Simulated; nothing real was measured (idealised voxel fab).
Proc. module: voxel ribs on slabs
Shown is cross-section cut, with a width of 150 nm and square cells of size 5 nm.
This document writes a cross-section as a grid whose cells are square, and gives it as bands, listed from the top down; one or more rows of cells form a band. Band: top and bottom heights (nm) first, top before bottom; then materials from left to right, widths in nm. "full width" marks a sole material filling the band edge to edge. "blank" denotes empty space. For the purposes of this specification, 0 denotes the height below which the wafer in its as-received condition is composed wholly of one material, and the lowermost band, lacking a lower limit, extends downward without end, as expressed in "0..down". Read "30..40" as a graded width: first number on top, second number at the bottom, same change between each pair of neighbouring rows. For the purposes of this document, the phrase "left unchanged" attached to a step denotes that no cell within the cross-section was modified by that step. Closed empty spaces (no open way to the top) of 8 cells or more are what "Closed internal cavities" lists, each as width x height at distance from the left edge, nm for all three. That trailing text on a step's line, after the settings, is the simulator's own remark on the step. overlay nm: how far to the right of its planned place the mask lay on this masked step (negative: to the left).
[List of planned process steps]
1,RECEIVE | material Si
2,DIRECTIONAL_DEP | material SiO2 | thk nm 30
3,DIRECTIONAL_DEP | material SiN | thk nm 15
4,MASKED_ETCH | tone cover | mask id RIB | width nm 30 | etch materials SiN | depth nm 5 | overlay nm 0
5,PATTERN | tone cover | mask id SLAB | material resist | width nm 60 | thk nm 20 | overlay nm 0
6,DIRECTIONAL_ETCH | etch materials SiN | depth nm 10
7,STRIP | etch materials resist
8,FILL_DEP | material SiO2 | thk nm 20
9,CMP | height nm 55
10,DIRECTIONAL_DEP | material TiN | thk nm 10
11,MASKED_ETCH | tone cover | mask id HEATER | width nm 40 | etch materials TiN | depth nm 10 | overlay nm 0
12,CONFORMAL_DEP | material SiO2 | thk nm 5
[Received-state cross-section, reflecting completion of step 1]
  0..down: Si full width
  Closed internal cavities: none
[First of two wafers at the end of the module, shown in cross-section; run carried out as planned]
  70..65: 50 of blank | 50 of SiO2 | 50 of blank
  65..60: 50 of blank | 5 of SiO2 | 40 of TiN | 5 of SiO2 | 50 of blank
  60..55: 55 of SiO2 | 40 of TiN | 55 of SiO2
  55..45: SiO2 full width
  45..40: 60 of SiO2 | 30 of SiN | 60 of SiO2
  40..30: 45 of SiO2 | 60 of SiN | 45 of SiO2
  30..0: SiO2 full width
  0..down: Si full width
  Closed internal cavities: none
[The second wafer, shown in cross-section after the module: started the same way as the first and given the same plan, yet one mistake crept into how it was run]
  70..65: 50 of blank | 50 of SiO2 | 50 of blank
  65..60: 50 of blank | 5 of SiO2 | 40 of TiN | 5 of SiO2 | 50 of blank
  60..55: 55 of SiO2 | 40 of TiN | 55 of SiO2
  55..45: SiO2 full width
  45..35: 60..45 of SiO2 | 30..60 of SiN | 60..45 of SiO2
  35..30: SiN full width
  30..0: SiO2 full width
  0..down: Si full width
  Closed internal cavities: none
What was done differently from what was planned? step 6 was not run as planned; what actually ran was DIRECTIONAL_ETCH | etch materials SiN | depth nm 5
at the end the second wafer has, in cells: 18 more of SiN, 18 fewer of SiO2
